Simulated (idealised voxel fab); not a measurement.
Herein follows the process module entitled voxel self aligned contacts.
Each square cell in cross-section cut measures 5 nm, and the section as a whole is 265 nm wide.
Cross-section = grid of square cells, listed top down in bands; band = one or more rows.
The band entry comprises the height of the band's top followed by the height of its bottom, expressed in nm, and subsequently the band's materials from left to right, each stated together with its width in nm. Where a single material is marked with the word "throughout", that material fills the band from edge to edge. The word "blank" represents empty space.
Heights are reckoned from 0. Under this level, the received wafer is all of one material. The bottommost band is open-ended downward, for example "0..down".
Top row gets the first number, bottom row gets the second, and each row in between changes by the same step: that is how a band width like "30 to 40" works.
When a step is marked "remained the same", none of the cells in the cross-section changed during that step.
Entry "Enclosed void list". Content: empty spaces with no open connection to the top, size 8 cells or greater. Each: width x height at distance. Distance: from left edge. Unit: nm.
On each step's line, the part that comes after the settings is the simulator's own comment on the step.
Steps that use a mask can have "overlay nm" on their line. It says how far the mask sat to the right of where it was meant to be. Negative means to the left.
**plan**
- 1: RECEIVE: material Si
- 2: OXIDIZE: depth nm 5
- 3: DIRECTIONAL_DEP: material polySi, thk nm 20
- 4: DIRECTIONAL_DEP: material SiN, thk nm 15
- 5: PATTERN: tone cover, mask id GATE, material resist, width nm 35, pitch nm 70, thk nm 20, overlay nm 0
- 6: DIRECTIONAL_ETCH: etch materials SiN, depth nm 15
- 7: DIRECTIONAL_ETCH: etch materials polySi, depth nm 20
- 8: STRIP: etch materials resist
- 9: CONFORMAL_DEP: material SiN, thk nm 5
- 10: DIRECTIONAL_ETCH: etch materials SiN, depth nm 5
- 11: FILL_DEP: material SiO2, thk nm 15
- 12: CMP: height nm 40
- 13: PATTERN: tone open, mask id CONTACT, material resist, width nm 45, thk nm 15, overlay nm 0
- 14: DIRECTIONAL_ETCH: etch materials SiO2, depth nm 45
- 15: STRIP: etch materials resist
- 16: CONFORMAL_DEP: material TiN, thk nm 5
- 17: FILL_DEP: material Ru, thk nm 5
- 18: CMP: height nm 40
- 19: CONFORMAL_DEP: material SiN, thk nm 5
**Shown in cross-section is the wafer as received, that is, as it stands after step 1**
- 0..down  Si throughout
- Enclosed void list: none
**Module complete - cross-section of the first of two wafers, run according to plan**
- 45..40  SiN throughout
- 40..35  110 SiO2; 15 TiN; 15 Ru; 15 TiN; 110 SiO2
- 35..20  75 SiO2; 45 SiN; 5 TiN; 15 Ru; 5 TiN; 45 SiN; 75 SiO2
- 20..0  75 SiO2; 5 SiN; 35 polySi; 5 SiN; 5 TiN; 15 Ru; 5 TiN; 5 SiN; 35 polySi; 5 SiN; 75 SiO2
- 0..-5  120 SiO2; 25 TiN; 120 SiO2
- -5..down  Si throughout
- Enclosed void list: none
**Cross-sectional view of the second of two wafers upon completion of the module. This wafer shared its starting condition and process plan with the first; one error was made during its execution**
- 45..40  SiN throughout
- 40..25  75 SiO2; 5 SiN; 35 polySi; 5 SiN; 5 TiN; 15 Ru; 5 TiN; 5 SiN; 35 polySi; 5 SiN; 75 SiO2
- 25..20  75 SiO2; 5 SiN; 35 polySi; 5 SiN; 25 TiN; 5 SiN; 35 polySi; 5 SiN; 75 SiO2
- 20..0  polySi throughout
- 0..-5  SiO2 throughout
- -5..down  Si throughout
- Enclosed void list: none
Where did the run depart from the plan? the plan had its step 3 run twice
Bottom line after processing is that, in cells, the second wafer is up or down on some materials versus the first: Ru: 15 fewer | SiN: 54 fewer | SiO2: 129 fewer | TiN: 14 fewer | polySi: 212 more
